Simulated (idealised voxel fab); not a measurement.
process module | voxel capacitor over wiring
cross-section cut | 225 nm wide | cells 5 nm
A cross-section is a grid of square cells, given in bands from the top down. A band is one or more rows of cells.
Each band's line starts with the height of the band's top and of its bottom, in nm. Then come its materials from left to right, each with its width in nm. One material with "throughout" fills the band from edge to edge. "air" is empty space.
Height 0 is the level under which the wafer as received is all one material. The lowest band goes on downwards, as in "0 down".
A width such as "30 to 40" changes by the same amount from each row of cells to the next, from the band's top row to its bottom row.
"no change" after a step means that no cell of the cross-section changed.
closed voids: empty space of 8 cells or more with no open way to the top, each as width x height at its distance from the left edge, in nm
after a step's settings: what the simulator itself notes on the step
overlay nm, on a step with a mask: how far to the right of its planned place the mask lay; to the left if negative
plan
1 op RECEIVE | material Si
2 op CONFORMAL_DEP | material SiO2 | thk nm 15
3 op CONFORMAL_DEP | material SiN | thk nm 5
4 op DIRECTIONAL_DEP | material SiO2 | thk nm 25
5 op DIRECTIONAL_DEP | material aC | thk nm 10
6 op PATTERN | tone open | mask id METAL_1 | material resist | width nm 25 | pitch nm 85 | thk nm 30 | overlay nm 0
7 op DIRECTIONAL_ETCH | etch materials aC | depth nm 10
8 op STRIP | etch materials resist
9 op DIRECTIONAL_ETCH | etch materials SiO2 | depth nm 25
10 op DIRECTIONAL_ETCH | etch materials SiN | depth nm 5
11 op STRIP | etch materials aC
12 op CONFORMAL_DEP | material TiN | thk nm 5
13 op FILL_DEP | material Ru | thk nm 5
14 op CMP | height nm 45
15 op EPI | material Ru | thk nm 5
16 op FILL_DEP | material SiCN | thk nm 5
17 op DIRECTIONAL_DEP | material SiO2 | thk nm 15
18 op MASKED_ETCH | tone open | mask id PLUG_1 | width nm 15 | etch materials SiO2 | depth nm 15 | overlay nm 0
19 op MASKED_ETCH | tone open | mask id PLUG_1 | width nm 15 | etch materials SiCN | depth nm 5 | overlay nm 0
20 op CONFORMAL_DEP | material TiN | thk nm 5
21 op FILL_DEP | material W | thk nm 10
22 op CMP | height nm 70
23 op DIRECTIONAL_DEP | material TiN | thk nm 10
24 op DIRECTIONAL_DEP | material Al2O3 | thk nm 5
25 op DIRECTIONAL_DEP | material TiN | thk nm 10
26 op PATTERN | tone cover | mask id UPPER_PLATE | material resist | width nm 65 | thk nm 15 | overlay nm 0
27 op DIRECTIONAL_ETCH | etch materials TiN | depth nm 10
28 op DIRECTIONAL_ETCH | etch materials Al2O3 | depth nm 5
29 op STRIP | etch materials resist
30 op DIRECTIONAL_DEP | material aC | thk nm 15
31 op PATTERN | tone cover | mask id LOWER_PLATE | material resist | width nm 75 | thk nm 30 | overlay nm 0
32 op DIRECTIONAL_ETCH | etch materials aC | depth nm 15
33 op STRIP | etch materials resist
34 op DIRECTIONAL_ETCH | etch materials TiN | depth nm 10
35 op STRIP | etch materials aC
36 op FILL_DEP | material SiO2 | thk nm 15
37 op CMP | height nm 105
38 op PATTERN | tone open | mask id PLUG_2 | material resist | width nm 15 | thk nm 20 | overlay nm 0
39 op DIRECTIONAL_ETCH | etch materials SiO2 | depth nm 10
40 op STRIP | etch materials resist
41 op CONFORMAL_DEP | material TiN | thk nm 5
42 op FILL_DEP | material Cu | thk nm 10
43 op CMP | height nm 105
44 op CONFORMAL_DEP | material SiCN | thk nm 5
first wafer, as planned
as received, after step 1
  0 down: Si throughout
  closed voids: none
after step 2
  15 to 0: SiO2 throughout
  below 0: unchanged
after step 3
  20 to 15: SiN throughout
  below 15: unchanged
after step 4
  45 to 20: SiO2 throughout
  below 20: unchanged
after step 5
  55 to 45: aC throughout
  below 45: unchanged
after step 6
  85 to 55: resist 55 | air 25 | resist 60 | air 25 | resist 60
  below 55: unchanged
after step 7
  75 to 55: resist 55 | air 25 | resist 60 | air 25 | resist 60
  55 to 45: aC 55 | air 25 | aC 60 | air 25 | aC 60
  below 45: unchanged
after step 8
  55 to 45: aC 55 | air 25 | aC 60 | air 25 | aC 60
  below 45: unchanged
after step 9
  55 to 45: aC 55 | air 25 | aC 60 | air 25 | aC 60
  45 to 20: SiO2 55 | air 25 | SiO2 60 | air 25 | SiO2 60
  below 20: unchanged
after step 10
  55 to 45: aC 55 | air 25 | aC 60 | air 25 | aC 60
  45 to 20: SiO2 55 | air 25 | SiO2 60 | air 25 | SiO2 60
  20 to 15: SiN 55 | air 25 | SiN 60 | air 25 | SiN 60
  below 15: unchanged
after step 11
  45 to 20: SiO2 55 | air 25 | SiO2 60 | air 25 | SiO2 60
  below 20: unchanged
after step 12
  50 to 45: TiN 60 | air 15 | TiN 70 | air 15 | TiN 65
  45 to 20: SiO2 55 | TiN 5 | air 15 | TiN 5 | SiO2 60 | TiN 5 | air 15 | TiN 5 | SiO2 60
  20 to 15: SiN 55 | TiN 25 | SiN 60 | TiN 25 | SiN 60
  below 15: unchanged
after step 13
  55 to 50: Ru throughout
  50 to 45: TiN 60 | Ru 15 | TiN 70 | Ru 15 | TiN 65
  45 to 20: SiO2 55 | TiN 5 | Ru 15 | TiN 5 | SiO2 60 | TiN 5 | Ru 15 | TiN 5 | SiO2 60
  below 20: unchanged
after step 14
  45 to 20: SiO2 55 | TiN 5 | Ru 15 | TiN 5 | SiO2 60 | TiN 5 | Ru 15 | TiN 5 | SiO2 60
  below 20: unchanged
after step 15
  50 to 45: air 50 | Ru 35 | air 50 | Ru 35 | air 55
  below 45: unchanged
after step 16
  55 to 50: SiCN throughout
  50 to 45: SiCN 50 | Ru 35 | SiCN 50 | Ru 35 | SiCN 55
  below 45: unchanged
after step 17
  70 to 55: SiO2 throughout
  below 55: unchanged
after step 18
  70 to 55: SiO2 65 | air 15 | SiO2 145
  below 55: unchanged
after step 19
  70 to 55: SiO2 65 | air 15 | SiO2 145
  55 to 50: SiCN 65 | air 15 | SiCN 145
  below 50: unchanged
after step 20
  75 to 70: TiN 70 | air 5 | TiN 150
  70 to 55: SiO2 65 | TiN 5 | air 5 | TiN 5 | SiO2 145
  55 to 50: SiCN 65 | TiN 15 | SiCN 145
  below 50: unchanged
after step 21
  85 to 75: W throughout
  75 to 70: TiN 70 | W 5 | TiN 150
  70 to 55: SiO2 65 | TiN 5 | W 5 | TiN 5 | SiO2 145
  below 55: unchanged
after step 22
  70 to 55: SiO2 65 | TiN 5 | W 5 | TiN 5 | SiO2 145
  below 55: unchanged
after step 23
  80 to 70: TiN throughout
  below 70: unchanged
after step 24
  85 to 80: Al2O3 throughout
  below 80: unchanged
after step 25
  95 to 85: TiN throughout
  below 85: unchanged
after step 26
  110 to 95: air 65 | resist 65 | air 95
  below 95: unchanged
after step 27
  110 to 95: air 65 | resist 65 | air 95
  95 to 85: air 65 | TiN 65 | air 95
  below 85: unchanged
after step 28
  110 to 95: air 65 | resist 65 | air 95
  95 to 85: air 65 | TiN 65 | air 95
  85 to 80: air 65 | Al2O3 65 | air 95
  below 80: unchanged
after step 29
  95 to 85: air 65 | TiN 65 | air 95
  below 85: unchanged
after step 30
  110 to 95: air 65 | aC 65 | air 95
  95 to 85: aC 65 | TiN 65 | aC 95
  85 to 80: aC 65 | Al2O3 65 | aC 95
  below 80: unchanged
after step 31
  140 to 110: air 60 | resist 75 | air 90
  110 to 95: air 60 | resist 5 | aC 65 | resist 5 | air 90
  below 95: unchanged
after step 32
  125 to 110: air 60 | resist 75 | air 90
  110 to 95: air 60 | resist 5 | aC 65 | resist 5 | air 90
  95 to 85: air 60 | aC 5 | TiN 65 | aC 5 | air 90
  85 to 80: air 60 | aC 5 | Al2O3 65 | aC 5 | air 90
  below 80: unchanged
after step 33
  110 to 95: air 65 | aC 65 | air 95
  below 95: unchanged
after step 34
  110 to 95: air 65 | aC 65 | air 95
  95 to 85: air 60 | aC 5 | TiN 65 | aC 5 | air 90
  85 to 80: air 60 | aC 5 | Al2O3 65 | aC 5 | air 90
  80 to 70: air 60 | TiN 75 | air 90
  below 70: unchanged
after step 35
  95 to 85: air 65 | TiN 65 | air 95
  85 to 80: air 65 | Al2O3 65 | air 95
  below 80: unchanged
after step 36
  110 to 95: SiO2 throughout
  95 to 85: SiO2 65 | TiN 65 | SiO2 95
  85 to 80: SiO2 65 | Al2O3 65 | SiO2 95
  80 to 70: SiO2 60 | TiN 75 | SiO2 90
  below 70: unchanged
after step 37
  105 to 95: SiO2 throughout
  below 95: unchanged
after step 38
  125 to 105: resist 75 | air 15 | resist 135
  below 105: unchanged
after step 39
  125 to 105: resist 75 | air 15 | resist 135
  105 to 95: SiO2 75 | air 15 | SiO2 135
  below 95: unchanged
after step 40
  105 to 95: SiO2 75 | air 15 | SiO2 135
  below 95: unchanged
after step 41
  110 to 105: TiN 80 | air 5 | TiN 140
  105 to 100: SiO2 75 | TiN 5 | air 5 | TiN 5 | SiO2 135
  100 to 95: SiO2 75 | TiN 15 | SiO2 135
  below 95: unchanged
after step 42
  120 to 110: Cu throughout
  110 to 105: TiN 80 | Cu 5 | TiN 140
  105 to 100: SiO2 75 | TiN 5 | Cu 5 | TiN 5 | SiO2 135
  below 100: unchanged
after step 43
  105 to 100: SiO2 75 | TiN 5 | Cu 5 | TiN 5 | SiO2 135
  below 100: unchanged
after step 44
  110 to 105: SiCN throughout
  below 105: unchanged
second wafer: like start, like plan, one mistake. Through step 5 it matches the first wafer
when step 6 should have ended
  85 to 55: resist 60 | air 25 | resist 60 | air 25 | resist 55
  below 55: unchanged
when step 7 should have ended
  75 to 55: resist 60 | air 25 | resist 60 | air 25 | resist 55
  55 to 45: aC 60 | air 25 | aC 60 | air 25 | aC 55
  below 45: unchanged
when step 8 should have ended
  55 to 45: aC 60 | air 25 | aC 60 | air 25 | aC 55
  below 45: unchanged
when step 9 should have ended
  55 to 45: aC 60 | air 25 | aC 60 | air 25 | aC 55
  45 to 20: SiO2 60 | air 25 | SiO2 60 | air 25 | SiO2 55
  below 20: unchanged
when step 10 should have ended
  55 to 45: aC 60 | air 25 | aC 60 | air 25 | aC 55
  45 to 20: SiO2 60 | air 25 | SiO2 60 | air 25 | SiO2 55
  20 to 15: SiN 60 | air 25 | SiN 60 | air 25 | SiN 55
  below 15: unchanged
when step 11 should have ended
  45 to 20: SiO2 60 | air 25 | SiO2 60 | air 25 | SiO2 55
  below 20: unchanged
when step 12 should have ended
  50 to 45: TiN 65 | air 15 | TiN 70 | air 15 | TiN 60
  45 to 20: SiO2 60 | TiN 5 | air 15 | TiN 5 | SiO2 60 | TiN 5 | air 15 | TiN 5 | SiO2 55
  20 to 15: SiN 60 | TiN 25 | SiN 60 | TiN 25 | SiN 55
  below 15: unchanged
when step 13 should have ended
  55 to 50: Ru throughout
  50 to 45: TiN 65 | Ru 15 | TiN 70 | Ru 15 | TiN 60
  45 to 20: SiO2 60 | TiN 5 | Ru 15 | TiN 5 | SiO2 60 | TiN 5 | Ru 15 | TiN 5 | SiO2 55
  below 20: unchanged
when step 14 should have ended
  45 to 20: SiO2 60 | TiN 5 | Ru 15 | TiN 5 | SiO2 60 | TiN 5 | Ru 15 | TiN 5 | SiO2 55
  below 20: unchanged
when step 15 should have ended
  50 to 45: air 55 | Ru 35 | air 50 | Ru 35 | air 50
  below 45: unchanged
when step 16 should have ended
  55 to 50: SiCN throughout
  50 to 45: SiCN 55 | Ru 35 | SiCN 50 | Ru 35 | SiCN 50
  below 45: unchanged
when step 17 should have ended
  70 to 55: SiO2 throughout
  below 55: unchanged
when step 18 should have ended
  70 to 55: SiO2 65 | air 15 | SiO2 145
  below 55: unchanged
when step 19 should have ended
  70 to 55: SiO2 65 | air 15 | SiO2 145
  55 to 50: SiCN 65 | air 15 | SiCN 145
  below 50: unchanged
when step 20 should have ended
  75 to 70: TiN 70 | air 5 | TiN 150
  70 to 55: SiO2 65 | TiN 5 | air 5 | TiN 5 | SiO2 145
  55 to 50: SiCN 65 | TiN 15 | SiCN 145
  below 50: unchanged
when step 21 should have ended
  85 to 75: W throughout
  75 to 70: TiN 70 | W 5 | TiN 150
  70 to 55: SiO2 65 | TiN 5 | W 5 | TiN 5 | SiO2 145
  below 55: unchanged
when step 22 should have ended
  70 to 55: SiO2 65 | TiN 5 | W 5 | TiN 5 | SiO2 145
  below 55: unchanged
when step 23 should have ended
  80 to 70: TiN throughout
  below 70: unchanged
when step 24 should have ended
  85 to 80: Al2O3 throughout
  below 80: unchanged
when step 25 should have ended
  95 to 85: TiN throughout
  below 85: unchanged
when step 26 should have ended
  110 to 95: air 65 | resist 65 | air 95
  below 95: unchanged
when step 27 should have ended
  110 to 95: air 65 | resist 65 | air 95
  95 to 85: air 65 | TiN 65 | air 95
  below 85: unchanged
when step 28 should have ended
  110 to 95: air 65 | resist 65 | air 95
  95 to 85: air 65 | TiN 65 | air 95
  85 to 80: air 65 | Al2O3 65 | air 95
  below 80: unchanged
when step 29 should have ended
  95 to 85: air 65 | TiN 65 | air 95
  below 85: unchanged
when step 30 should have ended
  110 to 95: air 65 | aC 65 | air 95
  95 to 85: aC 65 | TiN 65 | aC 95
  85 to 80: aC 65 | Al2O3 65 | aC 95
  below 80: unchanged
when step 31 should have ended
  140 to 110: air 60 | resist 75 | air 90
  110 to 95: air 60 | resist 5 | aC 65 | resist 5 | air 90
  below 95: unchanged
when step 32 should have ended
  125 to 110: air 60 | resist 75 | air 90
  110 to 95: air 60 | resist 5 | aC 65 | resist 5 | air 90
  95 to 85: air 60 | aC 5 | TiN 65 | aC 5 | air 90
  85 to 80: air 60 | aC 5 | Al2O3 65 | aC 5 | air 90
  below 80: unchanged
when step 33 should have ended
  110 to 95: air 65 | aC 65 | air 95
  below 95: unchanged
when step 34 should have ended
  110 to 95: air 65 | aC 65 | air 95
  95 to 85: air 60 | aC 5 | TiN 65 | aC 5 | air 90
  85 to 80: air 60 | aC 5 | Al2O3 65 | aC 5 | air 90
  80 to 70: air 60 | TiN 75 | air 90
  below 70: unchanged
when step 35 should have ended
  95 to 85: air 65 | TiN 65 | air 95
  85 to 80: air 65 | Al2O3 65 | air 95
  below 80: unchanged
when step 36 should have ended
  110 to 95: SiO2 throughout
  95 to 85: SiO2 65 | TiN 65 | SiO2 95
  85 to 80: SiO2 65 | Al2O3 65 | SiO2 95
  80 to 70: SiO2 60 | TiN 75 | SiO2 90
  below 70: unchanged
when step 37 should have ended
  105 to 95: SiO2 throughout
  below 95: unchanged
when step 38 should have ended
  125 to 105: resist 75 | air 15 | resist 135
  below 105: unchanged
when step 39 should have ended
  125 to 105: resist 75 | air 15 | resist 135
  105 to 95: SiO2 75 | air 15 | SiO2 135
  below 95: unchanged
when step 40 should have ended
  105 to 95: SiO2 75 | air 15 | SiO2 135
  below 95: unchanged
when step 41 should have ended
  110 to 105: TiN 80 | air 5 | TiN 140
  105 to 100: SiO2 75 | TiN 5 | air 5 | TiN 5 | SiO2 135
  100 to 95: SiO2 75 | TiN 15 | SiO2 135
  below 95: unchanged
when step 42 should have ended
  120 to 110: Cu throughout
  110 to 105: TiN 80 | Cu 5 | TiN 140
  105 to 100: SiO2 75 | TiN 5 | Cu 5 | TiN 5 | SiO2 135
  below 100: unchanged
when step 43 should have ended
  105 to 100: SiO2 75 | TiN 5 | Cu 5 | TiN 5 | SiO2 135
  below 100: unchanged
when step 44 should have ended
  110 to 105: SiCN throughout
  below 105: unchanged
what went wrong: step 6 ran as: op PATTERN | tone open | mask id METAL_1 | material resist | width nm 25 | pitch nm 85 | thk nm 30 | overlay nm 5
at the end the second wafer has, in cells: as many of each material as the first, in other places
